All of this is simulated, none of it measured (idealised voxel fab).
Name of the process module below: voxel fin reveal
Cross-section cut spans 275 nm and uses square cells 5 nm in size.
For the purposes of this document, a cross-section shall be understood as a grid of square cells, specified as bands listed in top-to-bottom order, each band consisting of one or more rows of cells. First you get the band's top height and its bottom height, in nm, and then the materials it's made of, left to right, with each width in nm. If you see a single material with "throughout", that one covers the band edge to edge. "empty" is empty space. Note: height 0 marks the level under which the wafer is uniformly one material as received. Lowest band unbounded below, written "from 0 down". Graded width ("30..40"): value in top row of band = first number; value in bottom row = second number; row-to-row change constant. No cell of the cross-section changed in a step that is given as "no modification". Enclosed voids (no open way to top), threshold 8 cells or more, entry "Encapsulated voids", notation width x height at distance, distance from left edge, nm. Anything after a step's settings on that line? It's the simulator's own note about the step. Steps that use a mask can have "overlay nm" on their line. It says how far the mask sat to the right of where it was meant to be. Negative means to the left.
[The planned process steps are enumerated hereunder]
- 1: RECEIVE [material Si]
- 2: CONFORMAL_DEP [material SiN] [thk nm 5]
- 3: MASKED_ETCH [tone cover] [mask id FINS] [width nm 15] [pitch nm 40] [etch materials SiN] [depth nm 5] [overlay nm 0]
- 4: MASKED_ETCH [tone cover] [mask id FINS] [width nm 15] [pitch nm 40] [etch materials Si] [depth nm 30] [overlay nm 0]
- 5: OXIDIZE [depth nm 5]
- 6: FILL_DEP [material SiO2] [thk nm 15]
- 7: CMP [height nm 5]
- 8: SELECTIVE_ETCH [etch materials SiO2] [depth nm 15]
- 9: STRIP [etch materials SiN]
- 10: CONFORMAL_DEP [material SiO2] [thk nm 5]
[First wafer, two in total, run as planned]
[Cross-section, incoming material, after step 1]
    from 0 down  Si throughout
    Encapsulated voids: none
[Cross-section of the wafer after step 2]
    from 5 to 0  SiN throughout
    Below 0, the layers are the same as they were.
[Cross-section of the wafer after step 3]
    from 5 to 0  empty=110; SiN=15; empty=25; SiN=15; empty=110
    Below 0, the layers are the same as they were.
[Cross-section of the wafer after step 4]
    from 5 to 0  empty=110; SiN=15; empty=25; SiN=15; empty=110
    from 0 to -30  empty=110; Si=15; empty=25; Si=15; empty=110
    Below -30, the layers are the same as they were.
[Cross-section of the wafer after step 5]
    from 5 to 0  empty=110; SiN=15; empty=25; SiN=15; empty=110
    from 0 to -30  empty=110; SiO2=5; Si=5; SiO2=5; empty=25; SiO2=5; Si=5; SiO2=5; empty=110
    from -30 to -35  SiO2=115; Si=5; SiO2=35; Si=5; SiO2=115
    Below -35, the layers are the same as they were.
[Cross-section of the wafer after step 6]
    from 20 to 5  SiO2 throughout
    from 5 to 0  SiO2=110; SiN=15; SiO2=25; SiN=15; SiO2=110
    from 0 to -35  SiO2=115; Si=5; SiO2=35; Si=5; SiO2=115
    Below -35, the layers are the same as they were.
[Cross-section of the wafer after step 7]
    from 5 to 0  SiO2=110; SiN=15; SiO2=25; SiN=15; SiO2=110
    Below 0, the layers are the same as they were.
[Cross-section of the wafer after step 8]
    from 5 to 0  empty=110; SiN=15; empty=25; SiN=15; empty=110
    from 0 to -10  empty=115; Si=5; empty=35; Si=5; empty=115
    Below -10, the layers are the same as they were.
[Cross-section of the wafer after step 9]
    from 0 to -10  empty=115; Si=5; empty=35; Si=5; empty=115
    Below -10, the layers are the same as they were.
[Cross-section of the wafer after step 10]
    from 5 to 0  empty=110; SiO2=15; empty=25; SiO2=15; empty=110
    from 0 to -5  empty=110; SiO2=5; Si=5; SiO2=5; empty=25; SiO2=5; Si=5; SiO2=5; empty=110
    from -5 to -35  SiO2=115; Si=5; SiO2=35; Si=5; SiO2=115
    Below -35, the layers are the same as they were.
[Now the other wafer: same start, same recipe, but we messed up one thing when running it. Up to and including step 2 it's the same as the first one]
[The second wafer in cross-section, at the planned close of step 3]
    from 5 to 0  SiN=110; empty=15; SiN=25; empty=15; SiN=110
    Below 0, the layers are the same as they were.
The second wafer in cross-section, at the planned close of step 4: no modification
[The second wafer in cross-section, at the planned close of step 5]
    from 5 to 0  SiN=110; empty=15; SiN=25; empty=15; SiN=110
    from 0 to -5  Si=105; SiO2=25; Si=15; SiO2=25; Si=105
    Below -5, the layers are the same as they were.
[The second wafer in cross-section, at the planned close of step 6]
    from 20 to 5  SiO2 throughout
    from 5 to 0  SiN=110; SiO2=15; SiN=25; SiO2=15; SiN=110
    Below 0, the layers are the same as they were.
[The second wafer in cross-section, at the planned close of step 7]
    from 5 to 0  SiN=110; SiO2=15; SiN=25; SiO2=15; SiN=110
    Below 0, the layers are the same as they were.
[The second wafer in cross-section, at the planned close of step 8]
    from 5 to 0  SiN=110; empty=15; SiN=25; empty=15; SiN=110
    from 0 to -5  Si=105; empty=25; Si=15; empty=25; Si=105
    Below -5, the layers are the same as they were.
[The second wafer in cross-section, at the planned close of step 9]
    from 0 to -5  Si=105; empty=25; Si=15; empty=25; Si=105
    Below -5, the layers are the same as they were.
[The second wafer in cross-section, at the planned close of step 10]
    from 5 to 0  SiO2=110; empty=15; SiO2=25; empty=15; SiO2=110
    from 0 to -5  Si=105; SiO2=25; Si=15; SiO2=25; Si=105
    Below -5, the layers are the same as they were.
Where did the run depart from the plan? step 3 did not happen as planned, as run it was MASKED_ETCH [tone open] [mask id FINS] [width nm 15] [pitch nm 40] [etch materials SiN] [depth nm 5] [overlay nm 0]
Counted in cells at the end, the second wafer holds more or fewer of these materials than the first: +361 Si; -269 SiO2
